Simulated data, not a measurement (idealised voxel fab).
Process module, titled voxel plated lines
Section cut is 195 nm wide and gridded with 5 nm square cells.
A cross-section in this document is a grid of square cells, and it is written down as bands, the top band listed before the ones below it; a band is made up of one or more rows of cells. This entry defines a band. It first specifies the height of the band's top and the height of its bottom in nm, and then specifies the band's materials from left to right, stating each material with its width in nm. The word "all across" identifies a single material that fills the band from edge to edge, while the word "empty" identifies empty space. Counting heights begins at 0, where everything beneath is, in the wafer as received, one material. The lowest band has no bottom; it goes on downwards, as "0 nm and below" shows. The two numbers in a width such as "30 to 40" mark its ends across the band: the first belongs to the top row of cells, the second to the bottom row, and from each row to the next the width moves by the same amount. Step note "changes: none" = no cross-section cell changed. Entry "Non-vented voids" = empty spaces >= 8 cells with no open way to the top; each as width x height at distance, distance from left edge, all nm. Anything after a step's settings on that line? It's the simulator's own note about the step. Regarding "overlay nm": on a step with a mask, it is the distance the mask lay to the right of its planned place; a negative value places it to the left.

-- Here's what the planned process steps look like
| 1 | RECEIVE: material Si |
| 2 | CONFORMAL_DEP: material SiN, thk nm 10 |
| 3 | DIRECTIONAL_DEP: material TiN, thk nm 5 |
| 4 | PATTERN: tone open, mask id LINES, material resist, width nm 15, pitch nm 35, thk nm 35, overlay nm 0 |
| 5 | EPI: material Ru, thk nm 10 |
| 6 | EPI: material Ru, thk nm 5 |
| 7 | EPI: material Ru, thk nm 10 |
| 8 | STRIP: etch materials resist |
| 9 | DIRECTIONAL_ETCH: etch materials TiN, depth nm 5 |
| 10 | CONFORMAL_DEP: material SiCN, thk nm 5 |

-- As-received wafer cross-section (after step 1)
0 nm and below = Si all across
Non-vented voids: none

-- Cross-section: first of two wafers, module finished, run according to plan
45 nm to 40 nm = 65 of empty, 25 of SiCN, 10 of empty, 25 of SiCN, 70 of empty
40 nm to 15 nm = 65 of empty, 5 of SiCN, 15 of Ru, 5 of SiCN, 10 of empty, 5 of SiCN, 15 of Ru, 5 of SiCN, 70 of empty
15 nm to 10 nm = 70 of SiCN, 15 of TiN, 20 of SiCN, 15 of TiN, 75 of SiCN
10 nm to 0 nm = SiN all across
0 nm and below = Si all across
Non-vented voids: none

-- So this is wafer number two of the two, cut at the end of the module - it started where the first did and had the same plan, we just got one thing wrong running it
45 nm to 40 nm = 65 of empty, 25 of SiN, 10 of empty, 25 of SiN, 70 of empty
40 nm to 15 nm = 65 of empty, 5 of SiN, 15 of Ru, 5 of SiN, 10 of empty, 5 of SiN, 15 of Ru, 5 of SiN, 70 of empty
15 nm to 10 nm = 70 of SiN, 15 of TiN, 20 of SiN, 15 of TiN, 75 of SiN
10 nm to 0 nm = SiN all across
0 nm and below = Si all across
Non-vented voids: none
Where did the run depart from the plan? step 10 deviated from plan and actually ran as CONFORMAL_DEP: material SiN, thk nm 5
Wrapping up, a cell-based count of both wafers puts the second over or under the first for these materials: -63 SiCN, +63 SiN
